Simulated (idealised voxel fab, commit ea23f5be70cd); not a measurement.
process module | voxel transistor to metal
cross-section cut | 190 nm wide | cells 5 nm
A cross-section is a grid of square cells, given in bands from the top down. A band is one or more rows of cells.
Each band's line starts with the height of the band's top and of its bottom, in nm. Then come its materials from left to right, each with its width in nm. One material with "throughout" fills the band from edge to edge. "air" is empty space.
Height 0 is the level under which the wafer as received is all one material. The lowest band goes on downwards, as in "0 down".
A width such as "30 to 40" changes by the same amount from each row of cells to the next, from the band's top row to its bottom row.
"no change" after a step means that no cell of the cross-section changed.
closed voids: empty space of 8 cells or more with no open way to the top, each as width x height at its distance from the left edge, in nm
after a step's settings: what the simulator itself notes on the step
overlay nm, on a step with a mask: how far to the right of its planned place the mask lay; to the left if negative
plan
1 op RECEIVE | material Si
2 op CONFORMAL_DEP | material SiO2 | thk nm 5
3 op CONFORMAL_DEP | material SiN | thk nm 15
4 op PATTERN | tone cover | mask id ACTIVE | material resist | width nm 115 | thk nm 20 | overlay nm 0
5 op DIRECTIONAL_ETCH | etch materials SiN | depth nm 15
6 op DIRECTIONAL_ETCH | etch materials SiO2 | depth nm 5
7 op DIRECTIONAL_ETCH | etch materials Si | depth nm 35
8 op STRIP | etch materials resist
9 op FILL_DEP | material SiO2 | thk nm 10
10 op CMP | height nm 20
11 op SELECTIVE_ETCH | etch materials SiO2 | depth nm 15
12 op STRIP | etch materials SiN
13 op SELECTIVE_ETCH | etch materials SiO2 | depth nm 5
14 op OXIDIZE | depth nm 5
15 op DIRECTIONAL_DEP | material polySi | thk nm 25
16 op DIRECTIONAL_DEP | material SiCN | thk nm 15
17 op DIRECTIONAL_DEP | material aC | thk nm 15
18 op PATTERN | tone cover | mask id GATE | material resist | width nm 25 | thk nm 30 | overlay nm 0
19 op DIRECTIONAL_ETCH | etch materials aC | depth nm 15
20 op STRIP | etch materials resist
21 op DIRECTIONAL_ETCH | etch materials SiCN | depth nm 25
22 op DIRECTIONAL_ETCH | etch materials polySi | depth nm 35
23 op STRIP | etch materials aC
24 op CONFORMAL_DEP | material SiO2 | thk nm 5
25 op DIRECTIONAL_ETCH | etch materials SiO2 | depth nm 5
26 op CONFORMAL_DEP | material SiN | thk nm 10
27 op DIRECTIONAL_ETCH | etch materials SiN | depth nm 10
28 op DIRECTIONAL_ETCH | etch materials SiO2 | depth nm 5
29 op EPI | material nSi | thk nm 5
30 op FILL_DEP | material SiO2 | thk nm 10
31 op CMP | height nm 40
32 op DIRECTIONAL_DEP | material SiO2 | thk nm 10
33 op DIRECTIONAL_DEP | material aC | thk nm 10
34 op PATTERN | tone open | mask id CONTACT | material resist | width nm 20 | pitch nm 75 | thk nm 25 | overlay nm 0
35 op DIRECTIONAL_ETCH | etch materials aC | depth nm 10
36 op STRIP | etch materials resist
37 op DIRECTIONAL_ETCH | etch materials SiO2 | depth nm 50
38 op STRIP | etch materials aC
39 op CONFORMAL_DEP | material TiN | thk nm 5
40 op FILL_DEP | material Ru | thk nm 5
41 op CMP | height nm 50
42 op DIRECTIONAL_DEP | material TiN | thk nm 5
43 op DIRECTIONAL_DEP | material W | thk nm 20
44 op MASKED_ETCH | tone cover | mask id METAL_1 | width nm 20 | pitch nm 75 | etch materials W | depth nm 20 | overlay nm 0
45 op MASKED_ETCH | tone cover | mask id METAL_1 | width nm 20 | pitch nm 75 | etch materials TiN | depth nm 5 | overlay nm 0
46 op FILL_DEP | material SiO2 | thk nm 5
47 op CMP | height nm 75
48 op CONFORMAL_DEP | material SiCN | thk nm 5
49 op DIRECTIONAL_DEP | material lowk | thk nm 35
50 op MASKED_ETCH | tone open | mask id METAL_2 | width nm 20 | pitch nm 75 | etch materials lowk | depth nm 20 | overlay nm 0
51 op PATTERN | tone open | mask id METAL_2_HOLES | material resist | width nm 15 | pitch nm 75 | thk nm 15 | overlay nm 0
52 op DIRECTIONAL_ETCH | etch materials lowk | depth nm 15
53 op DIRECTIONAL_ETCH | etch materials SiCN | depth nm 5
54 op STRIP | etch materials resist
55 op CONFORMAL_DEP | material TiN | thk nm 5
56 op FILL_DEP | material Ru | thk nm 10
57 op CMP | height nm 115
58 op CONFORMAL_DEP | material SiCN | thk nm 5
first wafer, as planned
as received, after step 1
  0 down: Si throughout
  closed voids: none
after step 2
  5 to 0: SiO2 throughout
  below 0: unchanged
after step 3
  20 to 5: SiN throughout
  below 5: unchanged
after step 4
  40 to 20: air 35 | resist 115 | air 40
  below 20: unchanged
after step 5
  40 to 20: air 35 | resist 115 | air 40
  20 to 5: air 35 | SiN 115 | air 40
  below 5: unchanged
after step 6
  40 to 20: air 35 | resist 115 | air 40
  20 to 5: air 35 | SiN 115 | air 40
  5 to 0: air 35 | SiO2 115 | air 40
  below 0: unchanged
after step 7
  40 to 20: air 35 | resist 115 | air 40
  20 to 5: air 35 | SiN 115 | air 40
  5 to 0: air 35 | SiO2 115 | air 40
  0 to -35: air 35 | Si 115 | air 40
  below -35: unchanged
after step 8
  20 to 5: air 35 | SiN 115 | air 40
  below 5: unchanged
after step 9
  30 to 20: SiO2 throughout
  20 to 5: SiO2 35 | SiN 115 | SiO2 40
  5 to 0: SiO2 throughout
  0 to -35: SiO2 35 | Si 115 | SiO2 40
  below -35: unchanged
after step 10
  20 to 5: SiO2 35 | SiN 115 | SiO2 40
  below 5: unchanged
after step 11
  20 to 5: air 35 | SiN 115 | air 40
  below 5: unchanged
after step 12
  5 to 0: SiO2 throughout
  below 0: unchanged
after step 13
  0 to -35: SiO2 35 | Si 115 | SiO2 40
  below -35: unchanged
after step 14
  0 to -5: SiO2 throughout
  below -5: unchanged
after step 15
  25 to 0: polySi throughout
  below 0: unchanged
after step 16
  40 to 25: SiCN throughout
  below 25: unchanged
after step 17
  55 to 40: aC throughout
  below 40: unchanged
after step 18
  85 to 55: air 80 | resist 25 | air 85
  below 55: unchanged
after step 19
  70 to 55: air 80 | resist 25 | air 85
  55 to 40: air 80 | aC 25 | air 85
  below 40: unchanged
after step 20
  55 to 40: air 80 | aC 25 | air 85
  below 40: unchanged
after step 21
  55 to 40: air 80 | aC 25 | air 85
  40 to 25: air 80 | SiCN 25 | air 85
  below 25: unchanged
after step 22
  55 to 40: air 80 | aC 25 | air 85
  40 to 25: air 80 | SiCN 25 | air 85
  25 to 0: air 80 | polySi 25 | air 85
  below 0: unchanged
after step 23
  40 to 25: air 80 | SiCN 25 | air 85
  below 25: unchanged
after step 24
  45 to 40: air 75 | SiO2 35 | air 80
  40 to 25: air 75 | SiO2 5 | SiCN 25 | SiO2 5 | air 80
  25 to 5: air 75 | SiO2 5 | polySi 25 | SiO2 5 | air 80
  5 to 0: SiO2 80 | polySi 25 | SiO2 85
  below 0: unchanged
after step 25
  40 to 25: air 75 | SiO2 5 | SiCN 25 | SiO2 5 | air 80
  25 to 0: air 75 | SiO2 5 | polySi 25 | SiO2 5 | air 80
  below 0: unchanged
after step 26
  50 to 40: air 65 | SiN 55 | air 70
  40 to 25: air 65 | SiN 10 | SiO2 5 | SiCN 25 | SiO2 5 | SiN 10 | air 70
  25 to 10: air 65 | SiN 10 | SiO2 5 | polySi 25 | SiO2 5 | SiN 10 | air 70
  10 to 0: SiN 75 | SiO2 5 | polySi 25 | SiO2 5 | SiN 80
  below 0: unchanged
after step 27
  40 to 25: air 65 | SiN 10 | SiO2 5 | SiCN 25 | SiO2 5 | SiN 10 | air 70
  25 to 0: air 65 | SiN 10 | SiO2 5 | polySi 25 | SiO2 5 | SiN 10 | air 70
  below 0: unchanged
after step 28
  40 to 35: air 65 | SiN 10 | air 5 | SiCN 25 | air 5 | SiN 10 | air 70
  35 to 25: air 65 | SiN 10 | SiO2 5 | SiCN 25 | SiO2 5 | SiN 10 | air 70
  25 to 0: air 65 | SiN 10 | SiO2 5 | polySi 25 | SiO2 5 | SiN 10 | air 70
  0 to -5: air 65 | SiO2 55 | air 70
  below -5: unchanged
after step 29
  40 to 35: air 65 | SiN 10 | air 5 | SiCN 25 | air 5 | SiN 10 | air 70
  35 to 25: air 65 | SiN 10 | SiO2 5 | SiCN 25 | SiO2 5 | SiN 10 | air 70
  25 to 0: air 65 | SiN 10 | SiO2 5 | polySi 25 | SiO2 5 | SiN 10 | air 70
  0 to -5: air 30 | nSi 35 | SiO2 55 | nSi 35 | air 35
  below -5: unchanged
after step 30
  50 to 40: SiO2 throughout
  40 to 25: SiO2 65 | SiN 10 | SiO2 5 | SiCN 25 | SiO2 5 | SiN 10 | SiO2 70
  25 to 0: SiO2 65 | SiN 10 | SiO2 5 | polySi 25 | SiO2 5 | SiN 10 | SiO2 70
  0 to -5: SiO2 30 | nSi 35 | SiO2 55 | nSi 35 | SiO2 35
  below -5: unchanged
after step 31
  40 to 25: SiO2 65 | SiN 10 | SiO2 5 | SiCN 25 | SiO2 5 | SiN 10 | SiO2 70
  below 25: unchanged
after step 32
  50 to 40: SiO2 throughout
  below 40: unchanged
after step 33
  60 to 50: aC throughout
  below 50: unchanged
after step 34
  85 to 60: resist 45 | air 20 | resist 55 | air 20 | resist 50
  below 60: unchanged
after step 35
  75 to 60: resist 45 | air 20 | resist 55 | air 20 | resist 50
  60 to 50: aC 45 | air 20 | aC 55 | air 20 | aC 50
  below 50: unchanged
after step 36
  60 to 50: aC 45 | air 20 | aC 55 | air 20 | aC 50
  below 50: unchanged
after step 37
  60 to 50: aC 45 | air 20 | aC 55 | air 20 | aC 50
  50 to 40: SiO2 45 | air 20 | SiO2 55 | air 20 | SiO2 50
  40 to 25: SiO2 45 | air 20 | SiN 10 | SiO2 5 | SiCN 25 | SiO2 5 | SiN 10 | air 20 | SiO2 50
  25 to 0: SiO2 45 | air 20 | SiN 10 | SiO2 5 | polySi 25 | SiO2 5 | SiN 10 | air 20 | SiO2 50
  below 0: unchanged
after step 38
  50 to 40: SiO2 45 | air 20 | SiO2 55 | air 20 | SiO2 50
  below 40: unchanged
after step 39
  55 to 50: TiN 50 | air 10 | TiN 65 | air 10 | TiN 55
  50 to 40: SiO2 45 | TiN 5 | air 10 | TiN 5 | SiO2 55 | TiN 5 | air 10 | TiN 5 | SiO2 50
  40 to 25: SiO2 45 | TiN 5 | air 10 | TiN 5 | SiN 10 | SiO2 5 | SiCN 25 | SiO2 5 | SiN 10 | TiN 5 | air 10 | TiN 5 | SiO2 50
  25 to 5: SiO2 45 | TiN 5 | air 10 | TiN 5 | SiN 10 | SiO2 5 | polySi 25 | SiO2 5 | SiN 10 | TiN 5 | air 10 | TiN 5 | SiO2 50
  5 to 0: SiO2 45 | TiN 20 | SiN 10 | SiO2 5 | polySi 25 | SiO2 5 | SiN 10 | TiN 20 | SiO2 50
  below 0: unchanged
after step 40
  60 to 55: Ru throughout
  55 to 50: TiN 50 | Ru 10 | TiN 65 | Ru 10 | TiN 55
  50 to 40: SiO2 45 | TiN 5 | Ru 10 | TiN 5 | SiO2 55 | TiN 5 | Ru 10 | TiN 5 | SiO2 50
  40 to 25: SiO2 45 | TiN 5 | Ru 10 | TiN 5 | SiN 10 | SiO2 5 | SiCN 25 | SiO2 5 | SiN 10 | TiN 5 | Ru 10 | TiN 5 | SiO2 50
  25 to 5: SiO2 45 | TiN 5 | Ru 10 | TiN 5 | SiN 10 | SiO2 5 | polySi 25 | SiO2 5 | SiN 10 | TiN 5 | Ru 10 | TiN 5 | SiO2 50
  below 5: unchanged
after step 41
  50 to 40: SiO2 45 | TiN 5 | Ru 10 | TiN 5 | SiO2 55 | TiN 5 | Ru 10 | TiN 5 | SiO2 50
  below 40: unchanged
after step 42
  55 to 50: TiN throughout
  below 50: unchanged
after step 43
  75 to 55: W throughout
  below 55: unchanged
after step 44
  75 to 55: air 45 | W 20 | air 55 | W 20 | air 50
  below 55: unchanged
after step 45
  75 to 55: air 45 | W 20 | air 55 | W 20 | air 50
  55 to 50: air 45 | TiN 20 | air 55 | TiN 20 | air 50
  below 50: unchanged
after step 46
  80 to 75: SiO2 throughout
  75 to 55: SiO2 45 | W 20 | SiO2 55 | W 20 | SiO2 50
  55 to 50: SiO2 45 | TiN 20 | SiO2 55 | TiN 20 | SiO2 50
  below 50: unchanged
after step 47
  75 to 55: SiO2 45 | W 20 | SiO2 55 | W 20 | SiO2 50
  below 55: unchanged
after step 48
  80 to 75: SiCN throughout
  below 75: unchanged
after step 49
  115 to 80: lowk throughout
  below 80: unchanged
after step 50
  115 to 95: lowk 45 | air 20 | lowk 55 | air 20 | lowk 50
  below 95: unchanged
after step 51
  130 to 115: resist 45 | air 15 | resist 60 | air 15 | resist 55
  115 to 95: lowk 45 | air 15 | resist 5 | lowk 55 | air 15 | resist 5 | lowk 50
  below 95: unchanged
after step 52
  130 to 115: resist 45 | air 15 | resist 60 | air 15 | resist 55
  115 to 95: lowk 45 | air 15 | resist 5 | lowk 55 | air 15 | resist 5 | lowk 50
  95 to 80: lowk 45 | air 15 | lowk 60 | air 15 | lowk 55
  below 80: unchanged
after step 53
  130 to 115: resist 45 | air 15 | resist 60 | air 15 | resist 55
  115 to 95: lowk 45 | air 15 | resist 5 | lowk 55 | air 15 | resist 5 | lowk 50
  95 to 80: lowk 45 | air 15 | lowk 60 | air 15 | lowk 55
  80 to 75: SiCN 45 | air 15 | SiCN 60 | air 15 | SiCN 55
  below 75: unchanged
after step 54
  115 to 95: lowk 45 | air 20 | lowk 55 | air 20 | lowk 50
  below 95: unchanged
after step 55
  120 to 115: TiN 50 | air 10 | TiN 65 | air 10 | TiN 55
  115 to 100: lowk 45 | TiN 5 | air 10 | TiN 5 | lowk 55 | TiN 5 | air 10 | TiN 5 | lowk 50
  100 to 95: lowk 45 | TiN 5 | air 5 | TiN 10 | lowk 55 | TiN 5 | air 5 | TiN 10 | lowk 50
  95 to 80: lowk 45 | TiN 5 | air 5 | TiN 5 | lowk 60 | TiN 5 | air 5 | TiN 5 | lowk 55
  80 to 75: SiCN 45 | TiN 15 | SiCN 60 | TiN 15 | SiCN 55
  below 75: unchanged
after step 56
  130 to 120: Ru throughout
  120 to 115: TiN 50 | Ru 10 | TiN 65 | Ru 10 | TiN 55
  115 to 100: lowk 45 | TiN 5 | Ru 10 | TiN 5 | lowk 55 | TiN 5 | Ru 10 | TiN 5 | lowk 50
  100 to 95: lowk 45 | TiN 5 | Ru 5 | TiN 10 | lowk 55 | TiN 5 | Ru 5 | TiN 10 | lowk 50
  95 to 80: lowk 45 | TiN 5 | Ru 5 | TiN 5 | lowk 60 | TiN 5 | Ru 5 | TiN 5 | lowk 55
  below 80: unchanged
after step 57
  115 to 100: lowk 45 | TiN 5 | Ru 10 | TiN 5 | lowk 55 | TiN 5 | Ru 10 | TiN 5 | lowk 50
  below 100: unchanged
after step 58
  120 to 115: SiCN throughout
  below 115: unchanged
second wafer: like start, like plan, one mistake. Through step 11 it matches the first wafer
when step 12 should have ended
  20 to 5: air 35 | SiN 115 | air 40
  5 to 0: air 40 | SiO2 105 | air 45
  below 0: unchanged
when step 13 should have ended
  5 to 0: air 40 | SiO2 105 | air 45
  below 0: unchanged
when step 14 should have ended
  5 to 0: air 40 | SiO2 105 | air 45
  0 to -5: SiO2 45 | Si 95 | SiO2 50
  below -5: unchanged
when step 15 should have ended
  30 to 25: air 40 | polySi 105 | air 45
  25 to 5: polySi throughout
  5 to 0: polySi 40 | SiO2 105 | polySi 45
  below 0: unchanged
when step 16 should have ended
  45 to 40: air 40 | SiCN 105 | air 45
  40 to 30: SiCN throughout
  30 to 25: SiCN 40 | polySi 105 | SiCN 45
  below 25: unchanged
when step 17 should have ended
  60 to 55: air 40 | aC 105 | air 45
  55 to 45: aC throughout
  45 to 40: aC 40 | SiCN 105 | aC 45
  below 40: unchanged
when step 18 should have ended
  90 to 60: air 80 | resist 25 | air 85
  below 60: unchanged
when step 19 should have ended
  75 to 60: air 80 | resist 25 | air 85
  60 to 45: air 80 | aC 25 | air 85
  45 to 40: air 40 | SiCN 105 | air 45
  below 40: unchanged
when step 20 should have ended
  60 to 45: air 80 | aC 25 | air 85
  below 45: unchanged
when step 21 should have ended
  60 to 45: air 80 | aC 25 | air 85
  45 to 30: air 80 | SiCN 25 | air 85
  30 to 25: air 40 | polySi 105 | air 45
  below 25: unchanged
when step 22 should have ended
  60 to 45: air 80 | aC 25 | air 85
  45 to 30: air 80 | SiCN 25 | air 85
  30 to 5: air 80 | polySi 25 | air 85
  5 to 0: air 40 | SiO2 105 | air 45
  below 0: unchanged
when step 23 should have ended
  45 to 30: air 80 | SiCN 25 | air 85
  below 30: unchanged
when step 24 should have ended
  50 to 45: air 75 | SiO2 35 | air 80
  45 to 30: air 75 | SiO2 5 | SiCN 25 | SiO2 5 | air 80
  30 to 10: air 75 | SiO2 5 | polySi 25 | SiO2 5 | air 80
  10 to 5: air 35 | SiO2 45 | polySi 25 | SiO2 45 | air 40
  5 to 0: SiO2 throughout
  below 0: unchanged
when step 25 should have ended
  45 to 30: air 75 | SiO2 5 | SiCN 25 | SiO2 5 | air 80
  30 to 5: air 75 | SiO2 5 | polySi 25 | SiO2 5 | air 80
  5 to 0: air 35 | SiO2 115 | air 40
  below 0: unchanged
when step 26 should have ended
  55 to 45: air 65 | SiN 55 | air 70
  45 to 30: air 65 | SiN 10 | SiO2 5 | SiCN 25 | SiO2 5 | SiN 10 | air 70
  30 to 15: air 65 | SiN 10 | SiO2 5 | polySi 25 | SiO2 5 | SiN 10 | air 70
  15 to 10: air 25 | SiN 50 | SiO2 5 | polySi 25 | SiO2 5 | SiN 50 | air 30
  10 to 5: SiN 75 | SiO2 5 | polySi 25 | SiO2 5 | SiN 80
  5 to 0: SiN 35 | SiO2 115 | SiN 40
  below 0: unchanged
when step 27 should have ended
  45 to 30: air 65 | SiN 10 | SiO2 5 | SiCN 25 | SiO2 5 | SiN 10 | air 70
  30 to 5: air 65 | SiN 10 | SiO2 5 | polySi 25 | SiO2 5 | SiN 10 | air 70
  5 to 0: air 25 | SiN 10 | SiO2 115 | SiN 10 | air 30
  below 0: unchanged
when step 28 should have ended
  45 to 40: air 65 | SiN 10 | air 5 | SiCN 25 | air 5 | SiN 10 | air 70
  40 to 30: air 65 | SiN 10 | SiO2 5 | SiCN 25 | SiO2 5 | SiN 10 | air 70
  30 to 5: air 65 | SiN 10 | SiO2 5 | polySi 25 | SiO2 5 | SiN 10 | air 70
  5 to 0: air 25 | SiN 10 | air 30 | SiO2 55 | air 30 | SiN 10 | air 30
  0 to -5: air 25 | SiO2 20 | Si 95 | SiO2 20 | air 30
  below -5: unchanged
when step 29 should have ended
  45 to 40: air 65 | SiN 10 | air 5 | SiCN 25 | air 5 | SiN 10 | air 70
  40 to 30: air 65 | SiN 10 | SiO2 5 | SiCN 25 | SiO2 5 | SiN 10 | air 70
  30 to 5: air 65 | SiN 10 | SiO2 5 | polySi 25 | SiO2 5 | SiN 10 | air 70
  5 to 0: air 25 | SiN 10 | air 5 | nSi 25 | SiO2 55 | nSi 25 | air 5 | SiN 10 | air 30
  below 0: unchanged
when step 30 should have ended
  55 to 45: SiO2 throughout
  45 to 30: SiO2 65 | SiN 10 | SiO2 5 | SiCN 25 | SiO2 5 | SiN 10 | SiO2 70
  30 to 5: SiO2 65 | SiN 10 | SiO2 5 | polySi 25 | SiO2 5 | SiN 10 | SiO2 70
  5 to 0: SiO2 25 | SiN 10 | SiO2 5 | nSi 25 | SiO2 55 | nSi 25 | SiO2 5 | SiN 10 | SiO2 30
  0 to -5: SiO2 45 | Si 95 | SiO2 50
  below -5: unchanged
when step 31 should have ended
  40 to 30: SiO2 65 | SiN 10 | SiO2 5 | SiCN 25 | SiO2 5 | SiN 10 | SiO2 70
  below 30: unchanged
when step 32 should have ended
  50 to 40: SiO2 throughout
  below 40: unchanged
when step 33 should have ended
  60 to 50: aC throughout
  below 50: unchanged
when step 34 should have ended
  85 to 60: resist 45 | air 20 | resist 55 | air 20 | resist 50
  below 60: unchanged
when step 35 should have ended
  75 to 60: resist 45 | air 20 | resist 55 | air 20 | resist 50
  60 to 50: aC 45 | air 20 | aC 55 | air 20 | aC 50
  below 50: unchanged
when step 36 should have ended
  60 to 50: aC 45 | air 20 | aC 55 | air 20 | aC 50
  below 50: unchanged
when step 37 should have ended
  60 to 50: aC 45 | air 20 | aC 55 | air 20 | aC 50
  50 to 40: SiO2 45 | air 20 | SiO2 55 | air 20 | SiO2 50
  40 to 30: SiO2 45 | air 20 | SiN 10 | SiO2 5 | SiCN 25 | SiO2 5 | SiN 10 | air 20 | SiO2 50
  30 to 5: SiO2 45 | air 20 | SiN 10 | SiO2 5 | polySi 25 | SiO2 5 | SiN 10 | air 20 | SiO2 50
  below 5: unchanged
when step 38 should have ended
  50 to 40: SiO2 45 | air 20 | SiO2 55 | air 20 | SiO2 50
  below 40: unchanged
when step 39 should have ended
  55 to 50: TiN 50 | air 10 | TiN 65 | air 10 | TiN 55
  50 to 40: SiO2 45 | TiN 5 | air 10 | TiN 5 | SiO2 55 | TiN 5 | air 10 | TiN 5 | SiO2 50
  40 to 30: SiO2 45 | TiN 5 | air 10 | TiN 5 | SiN 10 | SiO2 5 | SiCN 25 | SiO2 5 | SiN 10 | TiN 5 | air 10 | TiN 5 | SiO2 50
  30 to 10: SiO2 45 | TiN 5 | air 10 | TiN 5 | SiN 10 | SiO2 5 | polySi 25 | SiO2 5 | SiN 10 | TiN 5 | air 10 | TiN 5 | SiO2 50
  10 to 5: SiO2 45 | TiN 20 | SiN 10 | SiO2 5 | polySi 25 | SiO2 5 | SiN 10 | TiN 20 | SiO2 50
  below 5: unchanged
when step 40 should have ended
  60 to 55: Ru throughout
  55 to 50: TiN 50 | Ru 10 | TiN 65 | Ru 10 | TiN 55
  50 to 40: SiO2 45 | TiN 5 | Ru 10 | TiN 5 | SiO2 55 | TiN 5 | Ru 10 | TiN 5 | SiO2 50
  40 to 30: SiO2 45 | TiN 5 | Ru 10 | TiN 5 | SiN 10 | SiO2 5 | SiCN 25 | SiO2 5 | SiN 10 | TiN 5 | Ru 10 | TiN 5 | SiO2 50
  30 to 10: SiO2 45 | TiN 5 | Ru 10 | TiN 5 | SiN 10 | SiO2 5 | polySi 25 | SiO2 5 | SiN 10 | TiN 5 | Ru 10 | TiN 5 | SiO2 50
  below 10: unchanged
when step 41 should have ended
  50 to 40: SiO2 45 | TiN 5 | Ru 10 | TiN 5 | SiO2 55 | TiN 5 | Ru 10 | TiN 5 | SiO2 50
  below 40: unchanged
when step 42 should have ended
  55 to 50: TiN throughout
  below 50: unchanged
when step 43 should have ended
  75 to 55: W throughout
  below 55: unchanged
when step 44 should have ended
  75 to 55: air 45 | W 20 | air 55 | W 20 | air 50
  below 55: unchanged
when step 45 should have ended
  75 to 55: air 45 | W 20 | air 55 | W 20 | air 50
  55 to 50: air 45 | TiN 20 | air 55 | TiN 20 | air 50
  below 50: unchanged
when step 46 should have ended
  80 to 75: SiO2 throughout
  75 to 55: SiO2 45 | W 20 | SiO2 55 | W 20 | SiO2 50
  55 to 50: SiO2 45 | TiN 20 | SiO2 55 | TiN 20 | SiO2 50
  below 50: unchanged
when step 47 should have ended
  75 to 55: SiO2 45 | W 20 | SiO2 55 | W 20 | SiO2 50
  below 55: unchanged
when step 48 should have ended
  80 to 75: SiCN throughout
  below 75: unchanged
when step 49 should have ended
  115 to 80: lowk throughout
  below 80: unchanged
when step 50 should have ended
  115 to 95: lowk 45 | air 20 | lowk 55 | air 20 | lowk 50
  below 95: unchanged
when step 51 should have ended
  130 to 115: resist 45 | air 15 | resist 60 | air 15 | resist 55
  115 to 95: lowk 45 | air 15 | resist 5 | lowk 55 | air 15 | resist 5 | lowk 50
  below 95: unchanged
when step 52 should have ended
  130 to 115: resist 45 | air 15 | resist 60 | air 15 | resist 55
  115 to 95: lowk 45 | air 15 | resist 5 | lowk 55 | air 15 | resist 5 | lowk 50
  95 to 80: lowk 45 | air 15 | lowk 60 | air 15 | lowk 55
  below 80: unchanged
when step 53 should have ended
  130 to 115: resist 45 | air 15 | resist 60 | air 15 | resist 55
  115 to 95: lowk 45 | air 15 | resist 5 | lowk 55 | air 15 | resist 5 | lowk 50
  95 to 80: lowk 45 | air 15 | lowk 60 | air 15 | lowk 55
  80 to 75: SiCN 45 | air 15 | SiCN 60 | air 15 | SiCN 55
  below 75: unchanged
when step 54 should have ended
  115 to 95: lowk 45 | air 20 | lowk 55 | air 20 | lowk 50
  below 95: unchanged
when step 55 should have ended
  120 to 115: TiN 50 | air 10 | TiN 65 | air 10 | TiN 55
  115 to 100: lowk 45 | TiN 5 | air 10 | TiN 5 | lowk 55 | TiN 5 | air 10 | TiN 5 | lowk 50
  100 to 95: lowk 45 | TiN 5 | air 5 | TiN 10 | lowk 55 | TiN 5 | air 5 | TiN 10 | lowk 50
  95 to 80: lowk 45 | TiN 5 | air 5 | TiN 5 | lowk 60 | TiN 5 | air 5 | TiN 5 | lowk 55
  80 to 75: SiCN 45 | TiN 15 | SiCN 60 | TiN 15 | SiCN 55
  below 75: unchanged
when step 56 should have ended
  130 to 120: Ru throughout
  120 to 115: TiN 50 | Ru 10 | TiN 65 | Ru 10 | TiN 55
  115 to 100: lowk 45 | TiN 5 | Ru 10 | TiN 5 | lowk 55 | TiN 5 | Ru 10 | TiN 5 | lowk 50
  100 to 95: lowk 45 | TiN 5 | Ru 5 | TiN 10 | lowk 55 | TiN 5 | Ru 5 | TiN 10 | lowk 50
  95 to 80: lowk 45 | TiN 5 | Ru 5 | TiN 5 | lowk 60 | TiN 5 | Ru 5 | TiN 5 | lowk 55
  below 80: unchanged
when step 57 should have ended
  115 to 100: lowk 45 | TiN 5 | Ru 10 | TiN 5 | lowk 55 | TiN 5 | Ru 10 | TiN 5 | lowk 50
  below 100: unchanged
when step 58 should have ended
  120 to 115: SiCN throughout
  below 115: unchanged
what went wrong: steps 12 and 13 were swapped
at the end the second wafer has, in cells: 4 fewer of Ru | 19 more of Si | 5 fewer of SiCN | 2 fewer of SiO2 | 4 fewer of TiN | 4 fewer of nSi
